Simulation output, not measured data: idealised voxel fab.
Process module under the name voxel quadruple lines
It is cross-section cut that appears here, measuring 185 nm in width, its square cells being 5 nm in size.
Cross-section = grid of square cells, listed top down in bands; band = one or more rows. What a band's entry tells you: where the top is and where the bottom is, as heights in nm, and after that what lies inside, material by material from left to right, each with its width in nm. Empty space is written as the word "blank", and a single material marked with the word "full width" occupies the band from edge to edge. Height is counted from the level 0, under which the received wafer is composed throughout of one material. The lowest of the bands is not closed at the bottom but continues downward, in the notation "z 0 and below". It should be noted that a width expressed as "30->40" varies in equal increments from row to row of cells within the band, taking the value of the first number at the top row and that of the second number at the bottom row. When a step is marked "no change", none of the cells in the cross-section changed during that step. "Closed void register" means: voids of 8 cells or more that are shut off from the top with no open way through. Written width x height at distance, distance from the left edge, in nm. Past the settings on a step's line: simulator remark, on that step. A step's line can hold "overlay nm"; with a mask on that step, the setting says how far right of the planned place the mask lay, while a negative setting says it lay to the left.
### So here's the lineup of process steps we planned
step 1: RECEIVE: material Si
step 2: CONFORMAL_DEP: material SiO2, thk nm 10
step 3: DIRECTIONAL_DEP: material W, thk nm 10
step 4: DIRECTIONAL_DEP: material polySi, thk nm 20
step 5: DIRECTIONAL_DEP: material aC, thk nm 20
step 6: PATTERN: tone cover, mask id MANDREL, material resist, width nm 35, thk nm 30, overlay nm 0
step 7: DIRECTIONAL_ETCH: etch materials aC, depth nm 20
step 8: STRIP: etch materials resist
step 9: CONFORMAL_DEP: material SiO2, thk nm 15
step 10: DIRECTIONAL_ETCH: etch materials SiO2, depth nm 15
step 11: STRIP: etch materials aC
step 12: DIRECTIONAL_ETCH: etch materials polySi, depth nm 20
step 13: STRIP: etch materials SiO2
step 14: CONFORMAL_DEP: material SiCN, thk nm 10
step 15: DIRECTIONAL_ETCH: etch materials SiCN, depth nm 10
step 16: STRIP: etch materials polySi
step 17: DIRECTIONAL_ETCH: etch materials W, depth nm 10
step 18: STRIP: etch materials SiCN
step 19: FILL_DEP: material SiO2, thk nm 10
step 20: CMP: height nm 20
### Cross-sectional view of the wafer in its as-received condition, corresponding to the state after step 1
z 0 and below = Si full width
Closed void register: none
### Starting structure and process plan are as shown above, but one mistake was made in running the module; the wafer cross-section at the end of the module follows
z 20 to 10 = SiO2 full width
z 10 to 0 = 50 nm SiO2 | 10 nm W | 15 nm SiO2 | 10 nm W | 15 nm SiO2 | 10 nm W | 15 nm SiO2 | 10 nm W | 50 nm SiO2
z 0 and below = Si full width
Closed void register: none
Against the plan, the run slipped here: plan step 2 never ran because it was skipped
